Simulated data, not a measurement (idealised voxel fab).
Process module in this document: voxel transistor to metal
It is cross-section cut that appears here, measuring 300 nm in width, its square cells being 5 nm in size.
For the purposes of this document, a cross-section shall be understood as a grid of square cells, specified as bands listed in top-to-bottom order, each band consisting of one or more rows of cells. The entry gives the band's vertical extent as a top height and a bottom height in nm, then its horizontal make-up as materials from left to right, each with a width in nm. "blank" stands for empty space; a single material marked "all across" fills the band edge to edge. Heights are expressed relative to 0, this being the level below which the as-received wafer comprises one material exclusively. The lowest band is unbounded in the downward direction and is denoted as in "top 0, no bottom". A width given as "30..40" starts at the first number in the band's top row and ends at the second number in its bottom row, shifting by an equal amount at every step from row to row. Where a step carries "remained the same", the cross-section came out of it unchanged, cell for cell. This entry, "Enclosed voids", enumerates those empty regions of no fewer than 8 cells that possess no open connection to the top. Each region is reported in the form width x height at distance, the distance being taken from the left edge, with all three quantities expressed in nm. Whatever follows a step's settings on its line is a remark the simulator itself makes about that step. overlay nm: right-of-plan distance of the mask on a masked step; negative values mean left-of-plan.
[Planned process steps]
1. RECEIVE, material Si
2. CONFORMAL_DEP, material SiO2, thk nm 5
3. CONFORMAL_DEP, material SiN, thk nm 10
4. DIRECTIONAL_DEP, material aC, thk nm 15
5. PATTERN, tone cover, mask id ACTIVE, material resist, width nm 105, pitch nm 135, thk nm 30, overlay nm 0
6. DIRECTIONAL_ETCH, etch materials aC, depth nm 15
7. STRIP, etch materials resist
8. DIRECTIONAL_ETCH, etch materials SiN, depth nm 10
9. DIRECTIONAL_ETCH, etch materials SiO2, depth nm 5
10. DIRECTIONAL_ETCH, etch materials Si, depth nm 35
11. STRIP, etch materials aC
12. FILL_DEP, material SiO2, thk nm 15
13. CMP, height nm 15
14. SELECTIVE_ETCH, etch materials SiO2, depth nm 5
15. STRIP, etch materials SiN
16. SELECTIVE_ETCH, etch materials SiO2, depth nm 5
17. OXIDIZE, depth nm 5
18. DIRECTIONAL_DEP, material polySi, thk nm 20
19. DIRECTIONAL_DEP, material SiCN, thk nm 15
20. DIRECTIONAL_DEP, material aC, thk nm 15
21. PATTERN, tone cover, mask id GATE, material resist, width nm 25, pitch nm 135, thk nm 30, overlay nm 0
22. DIRECTIONAL_ETCH, etch materials aC, depth nm 15
23. STRIP, etch materials resist
24. DIRECTIONAL_ETCH, etch materials SiCN, depth nm 25
25. DIRECTIONAL_ETCH, etch materials polySi, depth nm 30
26. STRIP, etch materials aC
27. CONFORMAL_DEP, material SiO2, thk nm 5
28. DIRECTIONAL_ETCH, etch materials SiO2, depth nm 5
29. CONFORMAL_DEP, material SiN, thk nm 5
30. DIRECTIONAL_ETCH, etch materials SiN, depth nm 5
31. DIRECTIONAL_ETCH, etch materials SiO2, depth nm 5
32. DIRECTIONAL_ETCH, etch materials Si, depth nm 15
33. EPI, material nSi, thk nm 15
34. FILL_DEP, material SiO2, thk nm 10
35. CMP, height nm 35
36. DIRECTIONAL_DEP, material SiO2, thk nm 15
37. PATTERN, tone open, mask id CONTACT, material resist, width nm 20, thk nm 15, overlay nm 0
38. DIRECTIONAL_ETCH, etch materials SiO2, depth nm 40
39. STRIP, etch materials resist
40. CONFORMAL_DEP, material TiN, thk nm 5
41. FILL_DEP, material W, thk nm 5
42. CMP, height nm 50
43. CONFORMAL_DEP, material SiCN, thk nm 5
44. DIRECTIONAL_DEP, material SiO2, thk nm 25
45. PATTERN, tone open, mask id METAL_1, material resist, width nm 20, thk nm 15, overlay nm 0
46. DIRECTIONAL_ETCH, etch materials SiO2, depth nm 25
47. DIRECTIONAL_ETCH, etch materials SiCN, depth nm 5
48. STRIP, etch materials resist
49. CONFORMAL_DEP, material TiN, thk nm 5
50. FILL_DEP, material W, thk nm 10
51. CMP, height nm 80
52. CONFORMAL_DEP, material SiCN, thk nm 5
[Cross-sectional view of the wafer in its as-received condition, corresponding to the state after step 1]
  top 0, no bottom = Si all across
  Enclosed voids: none
[Cross-section, first of two wafers, end of module, run as planned]
  top 85, bottom 80 = SiCN all across
  top 80, bottom 55 = 35 nm SiO2  5 nm TiN  10 nm W  5 nm TiN  55 nm SiO2  5 nm TiN  10 nm W  5 nm TiN  40 nm SiO2  5 nm TiN  10 nm W  5 nm TiN  55 nm SiO2  5 nm TiN  10 nm W  5 nm TiN  35 nm SiO2
  top 55, bottom 50 = 35 nm SiCN  20 nm TiN  55 nm SiCN  20 nm TiN  40 nm SiCN  20 nm TiN  55 nm SiCN  20 nm TiN  35 nm SiCN
  top 50, bottom 35 = 35 nm SiO2  5 nm TiN  10 nm W  5 nm TiN  55 nm SiO2  5 nm TiN  10 nm W  5 nm TiN  40 nm SiO2  5 nm TiN  10 nm W  5 nm TiN  55 nm SiO2  5 nm TiN  10 nm W  5 nm TiN  35 nm SiO2
  top 35, bottom 20 = 35 nm SiO2  5 nm TiN  10 nm W  5 nm TiN  5 nm SiO2  5 nm SiN  5 nm SiO2  25 nm SiCN  5 nm SiO2  5 nm SiN  5 nm SiO2  5 nm TiN  10 nm W  5 nm TiN  40 nm SiO2  5 nm TiN  10 nm W  5 nm TiN  5 nm SiO2  5 nm SiN  5 nm SiO2  25 nm SiCN  5 nm SiO2  5 nm SiN  5 nm SiO2  5 nm TiN  10 nm W  5 nm TiN  35 nm SiO2
  top 20, bottom 15 = 35 nm SiO2  5 nm TiN  10 nm W  5 nm TiN  5 nm SiO2  5 nm SiN  5 nm SiO2  25 nm polySi  5 nm SiO2  5 nm SiN  5 nm SiO2  5 nm TiN  10 nm W  5 nm TiN  40 nm SiO2  5 nm TiN  10 nm W  5 nm TiN  5 nm SiO2  5 nm SiN  5 nm SiO2  25 nm polySi  5 nm SiO2  5 nm SiN  5 nm SiO2  5 nm TiN  10 nm W  5 nm TiN  35 nm SiO2
  top 15, bottom 10 = 35 nm SiO2  20 nm TiN  5 nm SiO2  5 nm SiN  5 nm SiO2  25 nm polySi  5 nm SiO2  5 nm SiN  5 nm SiO2  20 nm TiN  40 nm SiO2  20 nm TiN  5 nm SiO2  5 nm SiN  5 nm SiO2  25 nm polySi  5 nm SiO2  5 nm SiN  5 nm SiO2  20 nm TiN  35 nm SiO2
  top 10, bottom 5 = 30 nm SiO2  30 nm nSi  5 nm SiN  5 nm SiO2  25 nm polySi  5 nm SiO2  5 nm SiN  30 nm nSi  30 nm SiO2  30 nm nSi  5 nm SiN  5 nm SiO2  25 nm polySi  5 nm SiO2  5 nm SiN  30 nm nSi  30 nm SiO2
  top 5, bottom 0 = 30 nm SiO2  5 nm SiN  25 nm nSi  5 nm SiN  5 nm SiO2  25 nm polySi  5 nm SiO2  5 nm SiN  25 nm nSi  5 nm SiN  30 nm SiO2  5 nm SiN  25 nm nSi  5 nm SiN  5 nm SiO2  25 nm polySi  5 nm SiO2  5 nm SiN  25 nm nSi  5 nm SiN  30 nm SiO2
  top 0, bottom -5 = 35 nm SiO2  25 nm nSi  45 nm SiO2  25 nm nSi  40 nm SiO2  25 nm nSi  45 nm SiO2  25 nm nSi  35 nm SiO2
  top -5, bottom -20 = 30 nm SiO2  5 nm Si  25 nm nSi  45 nm Si  25 nm nSi  5 nm Si  30 nm SiO2  5 nm Si  25 nm nSi  45 nm Si  25 nm nSi  5 nm Si  30 nm SiO2
  top -20, bottom -35 = 30 nm SiO2  105 nm Si  30 nm SiO2  105 nm Si  30 nm SiO2
  top -35, no bottom = Si all across
  Enclosed voids: none
[End of module, second wafer, cross-section. Started like the first, planned like the first, run with one mistake]
  top 85, bottom 80 = SiCN all across
  top 80, bottom 55 = 35 nm SiO2  5 nm TiN  10 nm W  5 nm TiN  55 nm SiO2  5 nm TiN  10 nm W  5 nm TiN  40 nm SiO2  5 nm TiN  10 nm W  5 nm TiN  55 nm SiO2  5 nm TiN  10 nm W  5 nm TiN  35 nm SiO2
  top 55, bottom 50 = 35 nm SiCN  20 nm TiN  55 nm SiCN  20 nm TiN  40 nm SiCN  20 nm TiN  55 nm SiCN  20 nm TiN  35 nm SiCN
  top 50, bottom 40 = 25 nm SiO2  5 nm TiN  10 nm W  5 nm TiN  55 nm SiO2  5 nm TiN  10 nm W  5 nm TiN  40 nm SiO2  5 nm TiN  10 nm W  5 nm TiN  55 nm SiO2  5 nm TiN  10 nm W  5 nm TiN  45 nm SiO2
  top 40, bottom 35 = 25 nm SiO2  5 nm TiN  10 nm W  5 nm TiN  55 nm SiO2  10 nm TiN  5 nm W  5 nm TiN  40 nm SiO2  5 nm TiN  10 nm W  5 nm TiN  55 nm SiO2  10 nm TiN  5 nm W  5 nm TiN  45 nm SiO2
  top 35, bottom 20 = 25 nm SiO2  5 nm TiN  10 nm W  5 nm TiN  15 nm SiO2  5 nm SiN  5 nm SiO2  25 nm SiCN  5 nm SiO2  5 nm SiN  5 nm TiN  5 nm W  5 nm TiN  40 nm SiO2  5 nm TiN  10 nm W  5 nm TiN  15 nm SiO2  5 nm SiN  5 nm SiO2  25 nm SiCN  5 nm SiO2  5 nm SiN  5 nm TiN  5 nm W  5 nm TiN  45 nm SiO2
  top 20, bottom 15 = 25 nm SiO2  5 nm TiN  10 nm W  5 nm TiN  15 nm SiO2  5 nm SiN  5 nm SiO2  25 nm polySi  5 nm SiO2  5 nm SiN  5 nm TiN  5 nm W  5 nm TiN  40 nm SiO2  5 nm TiN  10 nm W  5 nm TiN  15 nm SiO2  5 nm SiN  5 nm SiO2  25 nm polySi  5 nm SiO2  5 nm SiN  5 nm TiN  5 nm W  5 nm TiN  45 nm SiO2
  top 15, bottom 10 = 25 nm SiO2  20 nm TiN  15 nm SiO2  5 nm SiN  5 nm SiO2  25 nm polySi  5 nm SiO2  5 nm SiN  15 nm TiN  40 nm SiO2  20 nm TiN  15 nm SiO2  5 nm SiN  5 nm SiO2  25 nm polySi  5 nm SiO2  5 nm SiN  15 nm TiN  45 nm SiO2
  top 10, bottom 5 = 30 nm SiO2  30 nm nSi  5 nm SiN  5 nm SiO2  25 nm polySi  5 nm SiO2  5 nm SiN  30 nm nSi  30 nm SiO2  30 nm nSi  5 nm SiN  5 nm SiO2  25 nm polySi  5 nm SiO2  5 nm SiN  30 nm nSi  30 nm SiO2
  top 5, bottom 0 = 30 nm SiO2  5 nm SiN  25 nm nSi  5 nm SiN  5 nm SiO2  25 nm polySi  5 nm SiO2  5 nm SiN  25 nm nSi  5 nm SiN  30 nm SiO2  5 nm SiN  25 nm nSi  5 nm SiN  5 nm SiO2  25 nm polySi  5 nm SiO2  5 nm SiN  25 nm nSi  5 nm SiN  30 nm SiO2
  top 0, bottom -5 = 35 nm SiO2  25 nm nSi  45 nm SiO2  25 nm nSi  40 nm SiO2  25 nm nSi  45 nm SiO2  25 nm nSi  35 nm SiO2
  top -5, bottom -20 = 30 nm SiO2  5 nm Si  25 nm nSi  45 nm Si  25 nm nSi  5 nm Si  30 nm SiO2  5 nm Si  25 nm nSi  45 nm Si  25 nm nSi  5 nm Si  30 nm SiO2
  top -20, bottom -35 = 30 nm SiO2  105 nm Si  30 nm SiO2  105 nm Si  30 nm SiO2
  top -35, no bottom = Si all across
  Enclosed voids: none
What was done differently from what was planned? step 37, actual vs plan mismatch, actual run PATTERN, tone open, mask id CONTACT, material resist, width nm 20, thk nm 15, overlay nm -10
Cell-count delta at end, second wafer over first, by material: SiO2: 10 more | W: 10 fewer
